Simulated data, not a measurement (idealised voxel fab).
Presented below is a process module, voxel transistor to metal.
Cross-sectional view cut (width: 165 nm; square cell size: 5 nm).
Cross-section, as written here: a square-cell grid given band by band from the top down, where a band holds one or more rows of cells. Within each band entry, the heights of the top and of the bottom of the band appear first, in that order and in nm; the materials of the band then follow from left to right, each with its corresponding width in nm. The designation "all across" on a single material indicates that it fills the band from edge to edge; the designation "air" indicates empty space. Below 0: as-received wafer, all one material; heights counted from there. Lowest band: no bottom, goes on down, written "0..down". The two numbers in a width such as "30 to 40" mark its ends across the band: the first belongs to the top row of cells, the second to the bottom row, and from each row to the next the width moves by the same amount. "no alterations made" after a step means that no cell of the cross-section changed. Each empty space that has no open way to the top and spans at least 8 cells appears under "Sealed void list" as width x height at distance, the distance counted from the left edge, all in nm. What comes after the settings on a step's line is commentary from the simulator itself on that step. On any step carrying a mask, the "overlay nm" setting, if present on the step's line, tells how far right of its planned place the mask lay; negative values point to the left.

**The steps planned for the process are as follows**
| 1 | op RECEIVE | material Si |
| 2 | op OXIDIZE | depth nm 5 |
| 3 | op CONFORMAL_DEP | material SiN | thk nm 10 |
| 4 | op MASKED_ETCH | tone cover | mask id ACTIVE | width nm 115 | etch materials SiN | depth nm 10 | overlay nm 0 |
| 5 | op MASKED_ETCH | tone cover | mask id ACTIVE | width nm 115 | etch materials SiO2 | depth nm 5 | overlay nm 0 |
| 6 | op MASKED_ETCH | tone cover | mask id ACTIVE | width nm 115 | etch materials Si | depth nm 30 | overlay nm 0 |
| 7 | op OXIDIZE | depth nm 5 |
| 8 | op FILL_DEP | material SiO2 | thk nm 10 |
| 9 | op CMP | height nm 10 |
| 10 | op SELECTIVE_ETCH | etch materials SiO2 | depth nm 5 |
| 11 | op STRIP | etch materials SiN |
| 12 | op SELECTIVE_ETCH | etch materials SiO2 | depth nm 5 |
| 13 | op OXIDIZE | depth nm 5 |
| 14 | op DIRECTIONAL_DEP | material polySi | thk nm 20 |
| 15 | op DIRECTIONAL_DEP | material SiCN | thk nm 15 |
| 16 | op DIRECTIONAL_DEP | material aC | thk nm 15 |
| 17 | op PATTERN | tone cover | mask id GATE | material resist | width nm 25 | thk nm 35 | overlay nm 0 |
| 18 | op DIRECTIONAL_ETCH | etch materials aC | depth nm 15 |
| 19 | op STRIP | etch materials resist |
| 20 | op DIRECTIONAL_ETCH | etch materials SiCN | depth nm 25 |
| 21 | op DIRECTIONAL_ETCH | etch materials polySi | depth nm 30 |
| 22 | op STRIP | etch materials aC |
| 23 | op CONFORMAL_DEP | material SiN | thk nm 10 |
| 24 | op DIRECTIONAL_ETCH | etch materials SiN | depth nm 10 |
| 25 | op DIRECTIONAL_ETCH | etch materials SiO2 | depth nm 5 |
| 26 | op EPI | material pSi | thk nm 5 |
| 27 | op FILL_DEP | material SiO2 | thk nm 5 |
| 28 | op CMP | height nm 15 |
| 29 | op STRIP | etch materials polySi |
| 30 | op SELECTIVE_ETCH | etch materials SiO2 | depth nm 5 |
| 31 | op CONFORMAL_DEP | material HfO2 | thk nm 5 |
| 32 | op CONFORMAL_DEP | material TiN | thk nm 5 |
| 33 | op FILL_DEP | material W | thk nm 10 |
| 34 | op CMP | height nm 10 |
| 35 | op DIRECTIONAL_DEP | material SiO2 | thk nm 15 |
| 36 | op DIRECTIONAL_DEP | material aC | thk nm 10 |
| 37 | op PATTERN | tone open | mask id CONTACT | material resist | width nm 20 | pitch nm 85 | thk nm 25 | overlay nm 0 |
| 38 | op DIRECTIONAL_ETCH | etch materials aC | depth nm 10 |
| 39 | op STRIP | etch materials resist |
| 40 | op DIRECTIONAL_ETCH | etch materials SiO2 | depth nm 30 |
| 41 | op STRIP | etch materials aC |
| 42 | op CONFORMAL_DEP | material TiN | thk nm 5 |
| 43 | op FILL_DEP | material W | thk nm 5 |
| 44 | op CMP | height nm 25 |
| 45 | op CONFORMAL_DEP | material SiCN | thk nm 5 |
| 46 | op DIRECTIONAL_DEP | material SiO2 | thk nm 20 |
| 47 | op MASKED_ETCH | tone open | mask id METAL_1 | width nm 20 | pitch nm 85 | etch materials SiO2 | depth nm 20 | overlay nm 0 |
| 48 | op MASKED_ETCH | tone open | mask id METAL_1 | width nm 20 | pitch nm 85 | etch materials SiCN | depth nm 5 | overlay nm 0 |
| 49 | op CONFORMAL_DEP | material TiN | thk nm 5 |
| 50 | op FILL_DEP | material Cu | thk nm 5 |
| 51 | op CMP | height nm 50 |
| 52 | op CONFORMAL_DEP | material SiCN | thk nm 5 |

**Received-state cross-section, reflecting completion of step 1**
  0..down = Si all across
  Sealed void list: none

**One mistake in running the module, otherwise start and plan as above: cross-section at the end**
  55..50 = SiCN all across
  50..30 = SiO2: 30 | TiN: 5 | Cu: 10 | TiN: 5 | SiO2: 65 | TiN: 5 | Cu: 10 | TiN: 5 | SiO2: 30
  30..25 = SiCN: 30 | TiN: 20 | SiCN: 65 | TiN: 20 | SiCN: 30
  25..20 = W: 50 | TiN: 30 | W: 5 | TiN: 30 | W: 50
  20..15 = TiN: 55 | HfO2: 20 | TiN: 5 | W: 5 | TiN: 5 | HfO2: 20 | TiN: 55
  15..10 = HfO2: 60 | SiN: 10 | HfO2: 5 | TiN: 5 | W: 5 | TiN: 5 | HfO2: 5 | SiN: 10 | HfO2: 60
  10..0 = SiO2: 60 | SiN: 10 | HfO2: 5 | TiN: 5 | W: 5 | TiN: 5 | HfO2: 5 | SiN: 10 | SiO2: 60
  0..-5 = SiO2: 20 | SiN: 10 | SiO2: 30 | SiN: 10 | HfO2: 5 | TiN: 15 | HfO2: 5 | SiN: 10 | SiO2: 30 | SiN: 10 | SiO2: 20
  -5..-10 = SiO2: 30 | pSi: 30 | SiO2: 5 | HfO2: 35 | SiO2: 5 | pSi: 30 | SiO2: 30
  -10..-40 = SiO2: 30 | Si: 105 | SiO2: 30
  -40..down = Si all across
  Sealed void list: none
The plan and the run diverged here: step 34 from the plan never happened, it was just skipped
